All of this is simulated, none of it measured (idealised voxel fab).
Name of the process module below: voxel fin reveal
This is section cut - it's 180 nm across, gridded in 5 nm square cells.
A cross-section in this document is a grid of square cells, and it is written down as bands, the top band listed before the ones below it; a band is made up of one or more rows of cells.
First you get the band's top height and its bottom height, in nm, and then the materials it's made of, left to right, with each width in nm. If you see a single material with "full width", that one covers the band edge to edge. "blank" is empty space.
Height 0 is the level under which the wafer as received is all one material. The lowest band goes on downwards, as in "from 0 down".
Quick explanation for "30->40": the width changes in equal steps down the rows of cells, from the first number in the band's top row to the second number in its bottom row.
A step reported as "same as before" is a step in which no cell of the cross-section changed.
You'll see "Enclosed voids" listing empty spaces that have no way open to the top, as long as they're 8 cells or more; the notation is width x height at distance, where the distance is from the left edge, and all of it is in nm.
What comes after the settings on a step's line is commentary from the simulator itself on that step.
"overlay nm" on a masked step: distance the mask lay right of its planned place, negative for left.

**Steps planned for the process**
1,RECEIVE with material Si
2,CONFORMAL_DEP with material SiN, thk nm 10
3,MASKED_ETCH with tone cover, mask id FINS, width nm 15, pitch nm 40, etch materials SiN, depth nm 10, overlay nm 0
4,MASKED_ETCH with tone cover, mask id FINS, width nm 15, pitch nm 40, etch materials Si, depth nm 35, overlay nm 0
5,OXIDIZE with depth nm 5
6,FILL_DEP with material SiO2, thk nm 5
7,CMP with height nm 10
8,SELECTIVE_ETCH with etch materials SiO2, depth nm 25
9,STRIP with etch materials SiN
10,CONFORMAL_DEP with material HfO2, thk nm 5

**As-received state of the wafer in cross-section, equivalent to post-step 1**
	from 0 down  Si full width
	Enclosed voids: none

**One mistake in running the module, otherwise start and plan as above: cross-section at the end**
	from 15 to 10  blank: 55 | HfO2: 25 | blank: 15 | HfO2: 25 | blank: 60
	from 10 to 0  blank: 55 | HfO2: 5 | SiN: 15 | HfO2: 5 | blank: 15 | HfO2: 5 | SiN: 15 | HfO2: 5 | blank: 60
	from 0 to -5  blank: 55 | HfO2: 10 | Si: 5 | HfO2: 10 | blank: 15 | HfO2: 10 | Si: 5 | HfO2: 10 | blank: 60
	from -5 to -35  blank: 60 | HfO2: 5 | Si: 5 | HfO2: 5 | blank: 25 | HfO2: 5 | Si: 5 | HfO2: 5 | blank: 65
	from -35 to -40  HfO2: 65 | Si: 5 | HfO2: 35 | Si: 5 | HfO2: 70
	from -40 down  Si full width
	Enclosed voids: none
What went wrong in running the wafer? step 9 ran as: STRIP with etch materials SiO2
